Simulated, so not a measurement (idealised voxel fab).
process module | voxel wiring stack
cross-section cut | 175 nm wide | cells 5 nm
A cross-section is a grid of square cells, given in bands from the top down. A band is one or more rows of cells.
Each band's line starts with the height of the band's top and of its bottom, in nm. Then come its materials from left to right, each with its width in nm. One material with "throughout" fills the band from edge to edge. "air" is empty space.
Height 0 is the level under which the wafer as received is all one material. The lowest band goes on downwards, as in "0 down".
A width such as "30 to 40" changes by the same amount from each row of cells to the next, from the band's top row to its bottom row.
"no change" after a step means that no cell of the cross-section changed.
closed voids: empty space of 8 cells or more with no open way to the top, each as width x height at its distance from the left edge, in nm
after a step's settings: what the simulator itself notes on the step
overlay nm, on a step with a mask: how far to the right of its planned place the mask lay; to the left if negative
plan
1 op RECEIVE | material Si
2 op CONFORMAL_DEP | material SiO2 | thk nm 10
3 op DIRECTIONAL_DEP | material TiN | thk nm 5
4 op DIRECTIONAL_DEP | material W | thk nm 15
5 op PATTERN | tone cover | mask id METAL_1 | material resist | width nm 30 | pitch nm 55 | thk nm 15 | overlay nm 0
6 op DIRECTIONAL_ETCH | etch materials W | depth nm 15
7 op DIRECTIONAL_ETCH | etch materials TiN | depth nm 5
8 op STRIP | etch materials resist
9 op FILL_DEP | material lowk | thk nm 5
10 op CMP | height nm 30
11 op CONFORMAL_DEP | material SiCN | thk nm 5
12 op DIRECTIONAL_DEP | material SiO2 | thk nm 35
13 op PATTERN | tone open | mask id METAL_2 | material resist | width nm 30 | pitch nm 55 | thk nm 20 | overlay nm 0
14 op DIRECTIONAL_ETCH | etch materials SiO2 | depth nm 20
15 op STRIP | etch materials resist
16 op PATTERN | tone open | mask id METAL_2_HOLES | material resist | width nm 15 | pitch nm 55 | thk nm 20 | overlay nm 0
17 op DIRECTIONAL_ETCH | etch materials SiO2 | depth nm 15
18 op DIRECTIONAL_ETCH | etch materials SiCN | depth nm 5
19 op STRIP | etch materials resist
20 op CONFORMAL_DEP | material TiN | thk nm 5
21 op FILL_DEP | material Cu | thk nm 5
22 op CMP | height nm 70
23 op CONFORMAL_DEP | material SiCN | thk nm 5
as received, after step 1
  0 down: Si throughout
  closed voids: none
first wafer at the end, as planned
  75 to 70: SiCN throughout
  70 to 55: SiO2 15 | TiN 5 | Cu 20 | TiN 5 | SiO2 25 | TiN 5 | Cu 20 | TiN 5 | SiO2 25 | TiN 5 | Cu 20 | TiN 5 | SiO2 20
  55 to 50: SiO2 15 | TiN 5 | Cu 5 | TiN 20 | SiO2 25 | TiN 5 | Cu 5 | TiN 20 | SiO2 25 | TiN 5 | Cu 5 | TiN 20 | SiO2 20
  50 to 35: SiO2 15 | TiN 5 | Cu 5 | TiN 5 | SiO2 40 | TiN 5 | Cu 5 | TiN 5 | SiO2 40 | TiN 5 | Cu 5 | TiN 5 | SiO2 35
  35 to 30: SiCN 15 | TiN 15 | SiCN 40 | TiN 15 | SiCN 40 | TiN 15 | SiCN 35
  30 to 15: lowk 15 | W 30 | lowk 25 | W 30 | lowk 25 | W 30 | lowk 20
  15 to 10: lowk 15 | TiN 30 | lowk 25 | TiN 30 | lowk 25 | TiN 30 | lowk 20
  10 to 0: SiO2 throughout
  0 down: Si throughout
  closed voids: none
second wafer at the end: like start, like plan, one mistake
  75 to 70: SiCN throughout
  70 to 55: SiO2 15 | TiN 5 | Cu 20 | TiN 5 | SiO2 25 | TiN 5 | Cu 20 | TiN 5 | SiO2 25 | TiN 5 | Cu 20 | TiN 5 | SiO2 20
  55 to 50: SiO2 15 | TiN 5 | Cu 5 | TiN 20 | SiO2 25 | TiN 5 | Cu 5 | TiN 20 | SiO2 25 | TiN 5 | Cu 5 | TiN 20 | SiO2 20
  50 to 35: SiO2 15 | TiN 5 | Cu 5 | TiN 5 | SiO2 40 | TiN 5 | Cu 5 | TiN 5 | SiO2 40 | TiN 5 | Cu 5 | TiN 5 | SiO2 35
  35 to 30: SiCN 15 | TiN 15 | SiCN 40 | TiN 15 | SiCN 40 | TiN 15 | SiCN 35
  30 to 25: lowk throughout
  25 to 10: lowk 15 | W 30 | lowk 25 | W 30 | lowk 25 | W 30 | lowk 20
  10 to 0: SiO2 throughout
  0 down: Si throughout
  closed voids: none
what went wrong: step 3 was left out
at the end the second wafer has, in cells: 18 fewer of TiN | 18 more of lowk
